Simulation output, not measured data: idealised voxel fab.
process module | voxel capacitor over wiring
280 nm wide, 5 nm square cells: that's cross-section cut.
Throughout this document, each cross-section is represented as a grid of square cells and is presented as a sequence of bands enumerated from the top downward, where a band comprises one or more rows of cells.
In this notation a band is specified by the heights of its top and bottom, in that order and in nm, after which its materials appear from left to right, each paired with its width in nm. The word "edge to edge" attached to a single material means that material fills the band from edge to edge; the word "blank" stands for empty space.
A quick word on heights: they are counted from 0, and under that level the wafer as it came to us is one material throughout. The lowest band is different from the rest in having no bottom; it simply continues downward, written as in "0 down".
Width: "30->40" (first number = top row, second number = bottom row, same change from row to row of cells).
"stayed the same" means the step left every cell of the cross-section as it was.
The entry titled "Sealed internal cavities" provides the empty spaces that have no open way to the top, restricted to those of 8 cells or more. Each is presented as width x height at distance, the distance being measured from the left edge, with all three in nm.
Whatever follows a step's settings on its line is a remark the simulator itself makes about that step.
overlay nm: how far to the right of its planned place the mask lay on this masked step (negative: to the left).
Note on reading: below, each pair holds a cross-section from before one process step and one from after it; the one from after shows only down to the lowest band that changed. Beneath the pair, the step in between is stated along with its settings. The pairs can stem from different runs of this module on the same starting wafer. Where a pair's entry headed "Before processing" says so, and only there, that pair continues from the pair above it.

Before processing
  60 to 45: SiO2 edge to edge
  45 to 40: SiCN edge to edge
  40 to 35: 80 nm SiCN, then 25 nm TiN, then 65 nm SiCN, then 25 nm TiN, then 85 nm SiCN
  35 to 10: lowk edge to edge
  10 to 0: SiO2 edge to edge
  0 down: Si edge to edge
  Sealed internal cavities: none

Cross-Section Thereafter
  70 to 60: aC edge to edge
  Note: structure below 60 unchanged.
  Sealed internal cavities: none
Step that separates the before view from the after view above: DIRECTIONAL_DEP: material aC, thk nm 10

Before processing: This step starts from the configuration shown after the step in the pair immediately above.

Cross-Section Thereafter
  100 to 70: 90 nm resist, then 15 nm blank, then 175 nm resist
  Note: structure below 70 unchanged.
  Sealed internal cavities: none
Step that separates the before view from the after view above: PATTERN: tone open, mask id PLUG_1, material resist, width nm 15, thk nm 30, overlay nm 0

Before processing: This step starts from the configuration shown after the step in the pair immediately above.

Cross-Section Thereafter
  90 to 70: 90 nm resist, then 15 nm blank, then 175 nm resist
  70 to 60: 90 nm aC, then 15 nm blank, then 175 nm aC
  Note: structure below 60 unchanged.
  Sealed internal cavities: none
Step that separates the before view from the after view above: DIRECTIONAL_ETCH: etch materials aC, depth nm 10

Before processing: This step starts from the configuration shown after the step in the pair immediately above.

Cross-Section Thereafter
  70 to 60: 90 nm aC, then 15 nm blank, then 175 nm aC
  Note: structure below 60 unchanged.
  Sealed internal cavities: none
Step that separates the before view from the after view above: STRIP: etch materials resist

Before processing: This step starts from the configuration shown after the step in the pair immediately above.

Cross-Section Thereafter
  70 to 60: 90 nm aC, then 15 nm blank, then 175 nm aC
  60 to 45: 90 nm SiO2, then 15 nm blank, then 175 nm SiO2
  Note: structure below 45 unchanged.
  Sealed internal cavities: none
Step that separates the before view from the after view above: DIRECTIONAL_ETCH: etch materials SiO2, depth nm 15

Before processing: This step starts from the configuration shown after the step in the pair immediately above.

Cross-Section Thereafter
  70 to 60: 90 nm aC, then 15 nm blank, then 175 nm aC
  60 to 45: 90 nm SiO2, then 15 nm blank, then 175 nm SiO2
  45 to 40: 90 nm SiCN, then 15 nm blank, then 175 nm SiCN
  Note: structure below 40 unchanged.
  Sealed internal cavities: none
Step that separates the before view from the after view above: DIRECTIONAL_ETCH: etch materials SiCN, depth nm 5

Before processing: This step starts from the configuration shown after the step in the pair immediately above.

Cross-Section Thereafter
  60 to 45: 90 nm SiO2, then 15 nm blank, then 175 nm SiO2
  Note: structure below 45 unchanged.
  Sealed internal cavities: none
Step that separates the before view from the after view above: STRIP: etch materials aC

Before processing: This step starts from the configuration shown after the step in the pair immediately above.

Cross-Section Thereafter
  60 to 50: 90 nm SiO2, then 15 nm blank, then 175 nm SiO2
  50 to 45: 90 nm SiO2, then 15 nm Ru, then 175 nm SiO2
  45 to 40: 90 nm SiCN, then 15 nm Ru, then 175 nm SiCN
  Note: structure below 40 unchanged.
  Sealed internal cavities: none
Step that separates the before view from the after view above: EPI: material Ru, thk nm 10

Before processing: This step starts from the configuration shown after the step in the pair immediately above.

Cross-Section Thereafter
  60 to 45: 90 nm SiO2, then 15 nm Ru, then 175 nm SiO2
  Note: structure below 45 unchanged.
  Sealed internal cavities: none
Step that separates the before view from the after view above: EPI: material Ru, thk nm 10

Before processing: This step starts from the configuration shown after the step in the pair immediately above.

Cross-Section Thereafter
  70 to 60: TiN edge to edge
  Note: structure below 60 unchanged.
  Sealed internal cavities: none
Step that separates the before view from the after view above: DIRECTIONAL_DEP: material TiN, thk nm 10

Before processing: This step starts from the configuration shown after the step in the pair immediately above.

Cross-Section Thereafter
  75 to 70: HfO2 edge to edge
  Note: structure below 70 unchanged.
  Sealed internal cavities: none
Step that separates the before view from the after view above: DIRECTIONAL_DEP: material HfO2, thk nm 5

Before processing: This step starts from the configuration shown after the step in the pair immediately above.

Cross-Section Thereafter
  85 to 75: TiN edge to edge
  Note: structure below 75 unchanged.
  Sealed internal cavities: none
Step that separates the before view from the after view above: DIRECTIONAL_DEP: material TiN, thk nm 10

Before processing: This step starts from the configuration shown after the step in the pair immediately above.

Cross-Section Thereafter
  85 to 75: 90 nm blank, then 70 nm TiN, then 120 nm blank
  Note: structure below 75 unchanged.
  Sealed internal cavities: none
Step that separates the before view from the after view above: MASKED_ETCH: tone cover, mask id UPPER_PLATE, width nm 70, etch materials TiN, depth nm 10, overlay nm 0

Before processing: This step starts from the configuration shown after the step in the pair immediately above.

Cross-Section Thereafter
  85 to 75: 90 nm blank, then 70 nm TiN, then 120 nm blank
  75 to 70: 90 nm blank, then 70 nm HfO2, then 120 nm blank
  Note: structure below 70 unchanged.
  Sealed internal cavities: none
Step that separates the before view from the after view above: MASKED_ETCH: tone cover, mask id UPPER_PLATE, width nm 70, etch materials HfO2, depth nm 5, overlay nm 0

Before processing: This step starts from the configuration shown after the step in the pair immediately above.

Cross-Section Thereafter
  85 to 75: 90 nm blank, then 70 nm TiN, then 120 nm blank
  75 to 70: 90 nm blank, then 70 nm HfO2, then 120 nm blank
  70 to 60: 85 nm blank, then 80 nm TiN, then 115 nm blank
  Note: structure below 60 unchanged.
  Sealed internal cavities: none
Step that separates the before view from the after view above: MASKED_ETCH: tone cover, mask id LOWER_PLATE, width nm 80, etch materials TiN, depth nm 10, overlay nm 0

Before processing: This step starts from the configuration shown after the step in the pair immediately above.

Cross-Section Thereafter
  105 to 85: SiO2 edge to edge
  85 to 75: 90 nm SiO2, then 70 nm TiN, then 120 nm SiO2
  75 to 70: 90 nm SiO2, then 70 nm HfO2, then 120 nm SiO2
  70 to 60: 85 nm SiO2, then 80 nm TiN, then 115 nm SiO2
  Note: structure below 60 unchanged.
  Sealed internal cavities: none
Step that separates the before view from the after view above: FILL_DEP: material SiO2, thk nm 20

Before processing: This step starts from the configuration shown after the step in the pair immediately above.

Cross-Section Thereafter
  100 to 85: SiO2 edge to edge
  Note: structure below 85 unchanged.
  Sealed internal cavities: none
Step that separates the before view from the after view above: CMP: height nm 100

Before processing: This step starts from the configuration shown after the step in the pair immediately above.

Cross-Section Thereafter
  120 to 100: 100 nm resist, then 15 nm blank, then 165 nm resist
  Note: structure below 100 unchanged.
  Sealed internal cavities: none
Step that separates the before view from the after view above: PATTERN: tone open, mask id PLUG_2, material resist, width nm 15, thk nm 20, overlay nm 0

Before processing: This step starts from the configuration shown after the step in the pair immediately above.

Cross-Section Thereafter
  120 to 100: 100 nm resist, then 15 nm blank, then 165 nm resist
  100 to 85: 100 nm SiO2, then 15 nm blank, then 165 nm SiO2
  Note: structure below 85 unchanged.
  Sealed internal cavities: none
Step that separates the before view from the after view above: DIRECTIONAL_ETCH: etch materials SiO2, depth nm 15

Before processing: This step starts from the configuration shown after the step in the pair immediately above.

Cross-Section Thereafter
  100 to 85: 100 nm SiO2, then 15 nm blank, then 165 nm SiO2
  Note: structure below 85 unchanged.
  Sealed internal cavities: none
Step that separates the before view from the after view above: STRIP: etch materials resist

Before processing: This step starts from the configuration shown after the step in the pair immediately above.

Cross-Section Thereafter
  105 to 100: 105 nm TiN, then 5 nm blank, then 170 nm TiN
  100 to 90: 100 nm SiO2, then 5 nm TiN, then 5 nm blank, then 5 nm TiN, then 165 nm SiO2
  90 to 85: 100 nm SiO2, then 15 nm TiN, then 165 nm SiO2
  Note: structure below 85 unchanged.
  Sealed internal cavities: none
Step that separates the before view from the after view above: CONFORMAL_DEP: material TiN, thk nm 5

Before processing: This step starts from the configuration shown after the step in the pair immediately above.

Cross-Section Thereafter
  110 to 105: Ru edge to edge
  105 to 100: 105 nm TiN, then 5 nm Ru, then 170 nm TiN
  100 to 90: 100 nm SiO2, then 5 nm TiN, then 5 nm Ru, then 5 nm TiN, then 165 nm SiO2
  Note: structure below 90 unchanged.
  Sealed internal cavities: none
Step that separates the before view from the after view above: FILL_DEP: material Ru, thk nm 5

Before processing: This step starts from the configuration shown after the step in the pair immediately above.

Cross-Section Thereafter
  100 to 90: 100 nm SiO2, then 5 nm TiN, then 5 nm Ru, then 5 nm TiN, then 165 nm SiO2
  Note: structure below 90 unchanged.
  Sealed internal cavities: none
Step that separates the before view from the after view above: CMP: height nm 100

Before processing: This step starts from the configuration shown after the step in the pair immediately above.

Cross-Section Thereafter
  105 to 100: SiN edge to edge
  Note: structure below 100 unchanged.
  Sealed internal cavities: none
Step that separates the before view from the after view above: CONFORMAL_DEP: material SiN, thk nm 5

Before processing
  55 to 45: Cu edge to edge
  45 to 40: 85 nm TiN, then 15 nm Cu, then 75 nm TiN, then 15 nm Cu, then 90 nm TiN
  40 to 15: 80 nm lowk, then 5 nm TiN, then 15 nm Cu, then 5 nm TiN, then 65 nm lowk, then 5 nm TiN, then 15 nm Cu, then 5 nm TiN, then 85 nm lowk
  15 to 10: 80 nm SiCN, then 25 nm TiN, then 65 nm SiCN, then 25 nm TiN, then 85 nm SiCN
  10 to 0: SiO2 edge to edge
  0 down: Si edge to edge
  Sealed internal cavities: none

Cross-Section Thereafter
  45 to 40: 85 nm TiN, then 15 nm Cu, then 75 nm TiN, then 15 nm Cu, then 90 nm TiN
  Note: structure below 40 unchanged.
  Sealed internal cavities: none
Step that separates the before view from the after view above: CMP: height nm 45

Before processing: This step starts from the configuration shown after the step in the pair immediately above.

Cross-Section Thereafter
  50 to 45: SiCN edge to edge
  Note: structure below 45 unchanged.
  Sealed internal cavities: none
Step that separates the before view from the after view above: CONFORMAL_DEP: material SiCN, thk nm 5

Before processing: This step starts from the configuration shown after the step in the pair immediately above.

Cross-Section Thereafter
  65 to 50: SiO2 edge to edge
  Note: structure below 50 unchanged.
  Sealed internal cavities: none
Step that separates the before view from the after view above: DIRECTIONAL_DEP: material SiO2, thk nm 15

Before processing: This step starts from the configuration shown after the step in the pair immediately above.

Cross-Section Thereafter
  75 to 65: aC edge to edge
  Note: structure below 65 unchanged.
  Sealed internal cavities: none
Step that separates the before view from the after view above: DIRECTIONAL_DEP: material aC, thk nm 10

Before processing: This step starts from the configuration shown after the step in the pair immediately above.

Cross-Section Thereafter
  105 to 75: 90 nm resist, then 15 nm blank, then 175 nm resist
  Note: structure below 75 unchanged.
  Sealed internal cavities: none
Step that separates the before view from the after view above: PATTERN: tone open, mask id PLUG_1, material resist, width nm 15, thk nm 30, overlay nm 0

Before processing: This step starts from the configuration shown after the step in the pair immediately above.

Cross-Section Thereafter
  95 to 75: 90 nm resist, then 15 nm blank, then 175 nm resist
  75 to 65: 90 nm aC, then 15 nm blank, then 175 nm aC
  Note: structure below 65 unchanged.
  Sealed internal cavities: none
Step that separates the before view from the after view above: DIRECTIONAL_ETCH: etch materials aC, depth nm 10

Before processing: This step starts from the configuration shown after the step in the pair immediately above.

Cross-Section Thereafter
  75 to 65: 90 nm aC, then 15 nm blank, then 175 nm aC
  Note: structure below 65 unchanged.
  Sealed internal cavities: none
Step that separates the before view from the after view above: STRIP: etch materials resist

Before processing: This step starts from the configuration shown after the step in the pair immediately above.

Cross-Section Thereafter
  75 to 65: 90 nm aC, then 15 nm blank, then 175 nm aC
  65 to 50: 90 nm SiO2, then 15 nm blank, then 175 nm SiO2
  Note: structure below 50 unchanged.
  Sealed internal cavities: none
Step that separates the before view from the after view above: DIRECTIONAL_ETCH: etch materials SiO2, depth nm 15

Before processing: This step starts from the configuration shown after the step in the pair immediately above.

Cross-Section Thereafter
  75 to 65: 90 nm aC, then 15 nm blank, then 175 nm aC
  65 to 50: 90 nm SiO2, then 15 nm blank, then 175 nm SiO2
  50 to 45: 90 nm SiCN, then 15 nm blank, then 175 nm SiCN
  Note: structure below 45 unchanged.
  Sealed internal cavities: none
Step that separates the before view from the after view above: DIRECTIONAL_ETCH: etch materials SiCN, depth nm 5

Before processing: This step starts from the configuration shown after the step in the pair immediately above.

Cross-Section Thereafter
  65 to 50: 90 nm SiO2, then 15 nm blank, then 175 nm SiO2
  Note: structure below 50 unchanged.
  Sealed internal cavities: none
Step that separates the before view from the after view above: STRIP: etch materials aC

Before processing: This step starts from the configuration shown after the step in the pair immediately above.

Cross-Section Thereafter
  65 to 55: 90 nm SiO2, then 15 nm blank, then 175 nm SiO2
  55 to 50: 90 nm SiO2, then 15 nm Ru, then 175 nm SiO2
  50 to 45: 90 nm SiCN, then 15 nm Ru, then 175 nm SiCN
  Note: structure below 45 unchanged.
  Sealed internal cavities: none
Step that separates the before view from the after view above: EPI: material Ru, thk nm 10

Before processing: This step starts from the configuration shown after the step in the pair immediately above.

Cross-Section Thereafter
  65 to 50: 90 nm SiO2, then 15 nm Ru, then 175 nm SiO2
  Note: structure below 50 unchanged.
  Sealed internal cavities: none
Step that separates the before view from the after view above: EPI: material Ru, thk nm 10

Before processing: This step starts from the configuration shown after the step in the pair immediately above.

Cross-Section Thereafter
  75 to 65: TiN edge to edge
  Note: structure below 65 unchanged.
  Sealed internal cavities: none
Step that separates the before view from the after view above: DIRECTIONAL_DEP: material TiN, thk nm 10

Before processing: This step starts from the configuration shown after the step in the pair immediately above.

Cross-Section Thereafter
  80 to 75: HfO2 edge to edge
  Note: structure below 75 unchanged.
  Sealed internal cavities: none
Step that separates the before view from the after view above: DIRECTIONAL_DEP: material HfO2, thk nm 5

Before processing: This step starts from the configuration shown after the step in the pair immediately above.

Cross-Section Thereafter
  90 to 80: TiN edge to edge
  Note: structure below 80 unchanged.
  Sealed internal cavities: none
Step that separates the before view from the after view above: DIRECTIONAL_DEP: material TiN, thk nm 10

Before processing: This step starts from the configuration shown after the step in the pair immediately above.

Cross-Section Thereafter
  90 to 80: 90 nm blank, then 70 nm TiN, then 120 nm blank
  Note: structure below 80 unchanged.
  Sealed internal cavities: none
Step that separates the before view from the after view above: MASKED_ETCH: tone cover, mask id UPPER_PLATE, width nm 70, etch materials TiN, depth nm 10, overlay nm 0

Before processing: This step starts from the configuration shown after the step in the pair immediately above.

Cross-Section Thereafter
  90 to 80: 90 nm blank, then 70 nm TiN, then 120 nm blank
  80 to 75: 90 nm blank, then 70 nm HfO2, then 120 nm blank
  Note: structure below 75 unchanged.
  Sealed internal cavities: none
Step that separates the before view from the after view above: MASKED_ETCH: tone cover, mask id UPPER_PLATE, width nm 70, etch materials HfO2, depth nm 5, overlay nm 0

Before processing: This step starts from the configuration shown after the step in the pair immediately above.

Cross-Section Thereafter
  90 to 80: 90 nm blank, then 70 nm TiN, then 120 nm blank
  80 to 75: 90 nm blank, then 70 nm HfO2, then 120 nm blank
  75 to 65: 85 nm blank, then 80 nm TiN, then 115 nm blank
  Note: structure below 65 unchanged.
  Sealed internal cavities: none
Step that separates the before view from the after view above: MASKED_ETCH: tone cover, mask id LOWER_PLATE, width nm 80, etch materials TiN, depth nm 10, overlay nm 0

Before processing: This step starts from the configuration shown after the step in the pair immediately above.

Cross-Section Thereafter
  110 to 90: SiO2 edge to edge
  90 to 80: 90 nm SiO2, then 70 nm TiN, then 120 nm SiO2
  80 to 75: 90 nm SiO2, then 70 nm HfO2, then 120 nm SiO2
  75 to 65: 85 nm SiO2, then 80 nm TiN, then 115 nm SiO2
  Note: structure below 65 unchanged.
  Sealed internal cavities: none
Step that separates the before view from the after view above: FILL_DEP: material SiO2, thk nm 20

Before processing: This step starts from the configuration shown after the step in the pair immediately above.

Cross-Section Thereafter
  100 to 90: SiO2 edge to edge
  Note: structure below 90 unchanged.
  Sealed internal cavities: none
Step that separates the before view from the after view above: CMP: height nm 100

Before processing: This step starts from the configuration shown after the step in the pair immediately above.

Cross-Section Thereafter
  120 to 100: 100 nm resist, then 15 nm blank, then 165 nm resist
  Note: structure below 100 unchanged.
  Sealed internal cavities: none
Step that separates the before view from the after view above: PATTERN: tone open, mask id PLUG_2, material resist, width nm 15, thk nm 20, overlay nm 0

Before processing: This step starts from the configuration shown after the step in the pair immediately above.

Cross-Section Thereafter
  120 to 100: 100 nm resist, then 15 nm blank, then 165 nm resist
  100 to 90: 100 nm SiO2, then 15 nm blank, then 165 nm SiO2
  Note: structure below 90 unchanged.
  Sealed internal cavities: none
Step that separates the before view from the after view above: DIRECTIONAL_ETCH: etch materials SiO2, depth nm 15

Before processing: This step starts from the configuration shown after the step in the pair immediately above.

Cross-Section Thereafter
  100 to 90: 100 nm SiO2, then 15 nm blank, then 165 nm SiO2
  Note: structure below 90 unchanged.
  Sealed internal cavities: none
Step that separates the before view from the after view above: STRIP: etch materials resist

Before processing: This step starts from the configuration shown after the step in the pair immediately above.

Cross-Section Thereafter
  105 to 100: 105 nm TiN, then 5 nm blank, then 170 nm TiN
  100 to 95: 100 nm SiO2, then 5 nm TiN, then 5 nm blank, then 5 nm TiN, then 165 nm SiO2
  95 to 90: 100 nm SiO2, then 15 nm TiN, then 165 nm SiO2
  Note: structure below 90 unchanged.
  Sealed internal cavities: none
Step that separates the before view from the after view above: CONFORMAL_DEP: material TiN, thk nm 5

Before processing: This step starts from the configuration shown after the step in the pair immediately above.

Cross-Section Thereafter
  110 to 105: Ru edge to edge
  105 to 100: 105 nm TiN, then 5 nm Ru, then 170 nm TiN
  100 to 95: 100 nm SiO2, then 5 nm TiN, then 5 nm Ru, then 5 nm TiN, then 165 nm SiO2
  Note: structure below 95 unchanged.
  Sealed internal cavities: none
Step that separates the before view from the after view above: FILL_DEP: material Ru, thk nm 5

Before processing: This step starts from the configuration shown after the step in the pair immediately above.

Cross-Section Thereafter
  100 to 95: 100 nm SiO2, then 5 nm TiN, then 5 nm Ru, then 5 nm TiN, then 165 nm SiO2
  Note: structure below 95 unchanged.
  Sealed internal cavities: none
Step that separates the before view from the after view above: CMP: height nm 100

Before processing: This step starts from the configuration shown after the step in the pair immediately above.

Cross-Section Thereafter
  105 to 100: SiN edge to edge
  Note: structure below 100 unchanged.
  Sealed internal cavities: none
Step that separates the before view from the after view above: CONFORMAL_DEP: material SiN, thk nm 5

Before processing
  40 to 15: lowk edge to edge
  15 to 10: SiCN edge to edge
  10 to 0: SiO2 edge to edge
  0 down: Si edge to edge
  Sealed internal cavities: none

Cross-Section Thereafter
  55 to 40: 80 nm resist, then 30 nm blank, then 60 nm resist, then 30 nm blank, then 80 nm resist
  Note: structure below 40 unchanged.
  Sealed internal cavities: none
Step that separates the before view from the after view above: PATTERN: tone open, mask id METAL_1, material resist, width nm 30, pitch nm 90, thk nm 15, overlay nm 0

Before processing: This step starts from the configuration shown after the step in the pair immediately above.

Cross-Section Thereafter
  55 to 40: 80 nm resist, then 30 nm blank, then 60 nm resist, then 30 nm blank, then 80 nm resist
  40 to 15: 80 nm lowk, then 30 nm blank, then 60 nm lowk, then 30 nm blank, then 80 nm lowk
  Note: structure below 15 unchanged.
  Sealed internal cavities: none
Step that separates the before view from the after view above: DIRECTIONAL_ETCH: etch materials lowk, depth nm 25

Before processing: This step starts from the configuration shown after the step in the pair immediately above.

Cross-Section Thereafter
  55 to 40: 80 nm resist, then 30 nm blank, then 60 nm resist, then 30 nm blank, then 80 nm resist
  40 to 15: 80 nm lowk, then 30 nm blank, then 60 nm lowk, then 30 nm blank, then 80 nm lowk
  15 to 10: 80 nm SiCN, then 30 nm blank, then 60 nm SiCN, then 30 nm blank, then 80 nm SiCN
  Note: structure below 10 unchanged.
  Sealed internal cavities: none
Step that separates the before view from the after view above: DIRECTIONAL_ETCH: etch materials SiCN, depth nm 5

Before processing: This step starts from the configuration shown after the step in the pair immediately above.

Cross-Section Thereafter
  40 to 15: 80 nm lowk, then 30 nm blank, then 60 nm lowk, then 30 nm blank, then 80 nm lowk
  Note: structure below 15 unchanged.
  Sealed internal cavities: none
Step that separates the before view from the after view above: STRIP: etch materials resist

Before processing: This step starts from the configuration shown after the step in the pair immediately above.

Cross-Section Thereafter
  45 to 40: 85 nm TiN, then 20 nm blank, then 70 nm TiN, then 20 nm blank, then 85 nm TiN
  40 to 15: 80 nm lowk, then 5 nm TiN, then 20 nm blank, then 5 nm TiN, then 60 nm lowk, then 5 nm TiN, then 20 nm blank, then 5 nm TiN, then 80 nm lowk
  15 to 10: 80 nm SiCN, then 30 nm TiN, then 60 nm SiCN, then 30 nm TiN, then 80 nm SiCN
  Note: structure below 10 unchanged.
  Sealed internal cavities: none
Step that separates the before view from the after view above: CONFORMAL_DEP: material TiN, thk nm 5

Before processing: This step starts from the configuration shown after the step in the pair immediately above.

Cross-Section Thereafter
  55 to 45: Cu edge to edge
  45 to 40: 85 nm TiN, then 20 nm Cu, then 70 nm TiN, then 20 nm Cu, then 85 nm TiN
  40 to 15: 80 nm lowk, then 5 nm TiN, then 20 nm Cu, then 5 nm TiN, then 60 nm lowk, then 5 nm TiN, then 20 nm Cu, then 5 nm TiN, then 80 nm lowk
  Note: structure below 15 unchanged.
  Sealed internal cavities: none
Step that separates the before view from the after view above: FILL_DEP: material Cu, thk nm 10

Before processing: This step starts from the configuration shown after the step in the pair immediately above.

Cross-Section Thereafter
  40 to 15: 80 nm lowk, then 5 nm TiN, then 20 nm Cu, then 5 nm TiN, then 60 nm lowk, then 5 nm TiN, then 20 nm Cu, then 5 nm TiN, then 80 nm lowk
  Note: structure below 15 unchanged.
  Sealed internal cavities: none
Step that separates the before view from the after view above: CMP: height nm 40

Before processing: This step starts from the configuration shown after the step in the pair immediately above.

Cross-Section Thereafter
  45 to 40: SiCN edge to edge
  Note: structure below 40 unchanged.
  Sealed internal cavities: none
Step that separates the before view from the after view above: CONFORMAL_DEP: material SiCN, thk nm 5

Before processing: This step starts from the configuration shown after the step in the pair immediately above.

Cross-Section Thereafter
  60 to 45: SiO2 edge to edge
  Note: structure below 45 unchanged.
  Sealed internal cavities: none
Step that separates the before view from the after view above: DIRECTIONAL_DEP: material SiO2, thk nm 15

Before processing: This step starts from the configuration shown after the step in the pair immediately above.

Cross-Section Thereafter
  70 to 60: aC edge to edge
  Note: structure below 60 unchanged.
  Sealed internal cavities: none
Step that separates the before view from the after view above: DIRECTIONAL_DEP: material aC, thk nm 10

Before processing: This step starts from the configuration shown after the step in the pair immediately above.

Cross-Section Thereafter
  100 to 70: 90 nm resist, then 15 nm blank, then 175 nm resist
  Note: structure below 70 unchanged.
  Sealed internal cavities: none
Step that separates the before view from the after view above: PATTERN: tone open, mask id PLUG_1, material resist, width nm 15, thk nm 30, overlay nm 0

Before processing: This step starts from the configuration shown after the step in the pair immediately above.

Cross-Section Thereafter
  90 to 70: 90 nm resist, then 15 nm blank, then 175 nm resist
  70 to 60: 90 nm aC, then 15 nm blank, then 175 nm aC
  Note: structure below 60 unchanged.
  Sealed internal cavities: none
Step that separates the before view from the after view above: DIRECTIONAL_ETCH: etch materials aC, depth nm 10

Before processing: This step starts from the configuration shown after the step in the pair immediately above.

Cross-Section Thereafter
  70 to 60: 90 nm aC, then 15 nm blank, then 175 nm aC
  Note: structure below 60 unchanged.
  Sealed internal cavities: none
Step that separates the before view from the after view above: STRIP: etch materials resist

Before processing: This step starts from the configuration shown after the step in the pair immediately above.

Cross-Section Thereafter
  70 to 60: 90 nm aC, then 15 nm blank, then 175 nm aC
  60 to 45: 90 nm SiO2, then 15 nm blank, then 175 nm SiO2
  Note: structure below 45 unchanged.
  Sealed internal cavities: none
Step that separates the before view from the after view above: DIRECTIONAL_ETCH: etch materials SiO2, depth nm 15

Before processing: This step starts from the configuration shown after the step in the pair immediately above.

Cross-Section Thereafter
  70 to 60: 90 nm aC, then 15 nm blank, then 175 nm aC
  60 to 45: 90 nm SiO2, then 15 nm blank, then 175 nm SiO2
  45 to 40: 90 nm SiCN, then 15 nm blank, then 175 nm SiCN
  Note: structure below 40 unchanged.
  Sealed internal cavities: none
Step that separates the before view from the after view above: DIRECTIONAL_ETCH: etch materials SiCN, depth nm 5

Before processing: This step starts from the configuration shown after the step in the pair immediately above.

Cross-Section Thereafter
  60 to 45: 90 nm SiO2, then 15 nm blank, then 175 nm SiO2
  Note: structure below 45 unchanged.
  Sealed internal cavities: none
Step that separates the before view from the after view above: STRIP: etch materials aC

Before processing: This step starts from the configuration shown after the step in the pair immediately above.

Cross-Section Thereafter
  60 to 50: 90 nm SiO2, then 15 nm blank, then 175 nm SiO2
  50 to 45: 90 nm SiO2, then 15 nm Ru, then 175 nm SiO2
  45 to 40: 90 nm SiCN, then 15 nm Ru, then 175 nm SiCN
  Note: structure below 40 unchanged.
  Sealed internal cavities: none
Step that separates the before view from the after view above: EPI: material Ru, thk nm 10

Before processing: This step starts from the configuration shown after the step in the pair immediately above.

Cross-Section Thereafter
  60 to 45: 90 nm SiO2, then 15 nm Ru, then 175 nm SiO2
  Note: structure below 45 unchanged.
  Sealed internal cavities: none
Step that separates the before view from the after view above: EPI: material Ru, thk nm 10

Before processing: This step starts from the configuration shown after the step in the pair immediately above.

Cross-Section Thereafter
  70 to 60: TiN edge to edge
  Note: structure below 60 unchanged.
  Sealed internal cavities: none
Step that separates the before view from the after view above: DIRECTIONAL_DEP: material TiN, thk nm 10

Before processing: This step starts from the configuration shown after the step in the pair immediately above.

Cross-Section Thereafter
  75 to 70: HfO2 edge to edge
  Note: structure below 70 unchanged.
  Sealed internal cavities: none
Step that separates the before view from the after view above: DIRECTIONAL_DEP: material HfO2, thk nm 5

Before processing: This step starts from the configuration shown after the step in the pair immediately above.

Cross-Section Thereafter
  85 to 75: TiN edge to edge
  Note: structure below 75 unchanged.
  Sealed internal cavities: none
Step that separates the before view from the after view above: DIRECTIONAL_DEP: material TiN, thk nm 10

Before processing: This step starts from the configuration shown after the step in the pair immediately above.

Cross-Section Thereafter
  85 to 75: 90 nm blank, then 70 nm TiN, then 120 nm blank
  Note: structure below 75 unchanged.
  Sealed internal cavities: none
Step that separates the before view from the after view above: MASKED_ETCH: tone cover, mask id UPPER_PLATE, width nm 70, etch materials TiN, depth nm 10, overlay nm 0

Before processing: This step starts from the configuration shown after the step in the pair immediately above.

Cross-Section Thereafter
  85 to 75: 90 nm blank, then 70 nm TiN, then 120 nm blank
  75 to 70: 90 nm blank, then 70 nm HfO2, then 120 nm blank
  Note: structure below 70 unchanged.
  Sealed internal cavities: none
Step that separates the before view from the after view above: MASKED_ETCH: tone cover, mask id UPPER_PLATE, width nm 70, etch materials HfO2, depth nm 5, overlay nm 0

Before processing: This step starts from the configuration shown after the step in the pair immediately above.

Cross-Section Thereafter
  85 to 75: 90 nm blank, then 70 nm TiN, then 120 nm blank
  75 to 70: 90 nm blank, then 70 nm HfO2, then 120 nm blank
  70 to 60: 85 nm blank, then 80 nm TiN, then 115 nm blank
  Note: structure below 60 unchanged.
  Sealed internal cavities: none
Step that separates the before view from the after view above: MASKED_ETCH: tone cover, mask id LOWER_PLATE, width nm 80, etch materials TiN, depth nm 10, overlay nm 0

Before processing: This step starts from the configuration shown after the step in the pair immediately above.

Cross-Section Thereafter
  105 to 85: SiO2 edge to edge
  85 to 75: 90 nm SiO2, then 70 nm TiN, then 120 nm SiO2
  75 to 70: 90 nm SiO2, then 70 nm HfO2, then 120 nm SiO2
  70 to 60: 85 nm SiO2, then 80 nm TiN, then 115 nm SiO2
  Note: structure below 60 unchanged.
  Sealed internal cavities: none
Step that separates the before view from the after view above: FILL_DEP: material SiO2, thk nm 20

Before processing: This step starts from the configuration shown after the step in the pair immediately above.

Cross-Section Thereafter
  100 to 85: SiO2 edge to edge
  Note: structure below 85 unchanged.
  Sealed internal cavities: none
Step that separates the before view from the after view above: CMP: height nm 100

Before processing: This step starts from the configuration shown after the step in the pair immediately above.

Cross-Section Thereafter
  120 to 100: 100 nm resist, then 15 nm blank, then 165 nm resist
  Note: structure below 100 unchanged.
  Sealed internal cavities: none
Step that separates the before view from the after view above: PATTERN: tone open, mask id PLUG_2, material resist, width nm 15, thk nm 20, overlay nm 0

Before processing: This step starts from the configuration shown after the step in the pair immediately above.

Cross-Section Thereafter
  120 to 100: 100 nm resist, then 15 nm blank, then 165 nm resist
  100 to 85: 100 nm SiO2, then 15 nm blank, then 165 nm SiO2
  Note: structure below 85 unchanged.
  Sealed internal cavities: none
Step that separates the before view from the after view above: DIRECTIONAL_ETCH: etch materials SiO2, depth nm 15

Before processing: This step starts from the configuration shown after the step in the pair immediately above.

Cross-Section Thereafter
  100 to 85: 100 nm SiO2, then 15 nm blank, then 165 nm SiO2
  Note: structure below 85 unchanged.
  Sealed internal cavities: none
Step that separates the before view from the after view above: STRIP: etch materials resist

Before processing: This step starts from the configuration shown after the step in the pair immediately above.

Cross-Section Thereafter
  105 to 100: 105 nm TiN, then 5 nm blank, then 170 nm TiN
  100 to 90: 100 nm SiO2, then 5 nm TiN, then 5 nm blank, then 5 nm TiN, then 165 nm SiO2
  90 to 85: 100 nm SiO2, then 15 nm TiN, then 165 nm SiO2
  Note: structure below 85 unchanged.
  Sealed internal cavities: none
Step that separates the before view from the after view above: CONFORMAL_DEP: material TiN, thk nm 5

Before processing: This step starts from the configuration shown after the step in the pair immediately above.

Cross-Section Thereafter
  110 to 105: Ru edge to edge
  105 to 100: 105 nm TiN, then 5 nm Ru, then 170 nm TiN
  100 to 90: 100 nm SiO2, then 5 nm TiN, then 5 nm Ru, then 5 nm TiN, then 165 nm SiO2
  Note: structure below 90 unchanged.
  Sealed internal cavities: none
Step that separates the before view from the after view above: FILL_DEP: material Ru, thk nm 5
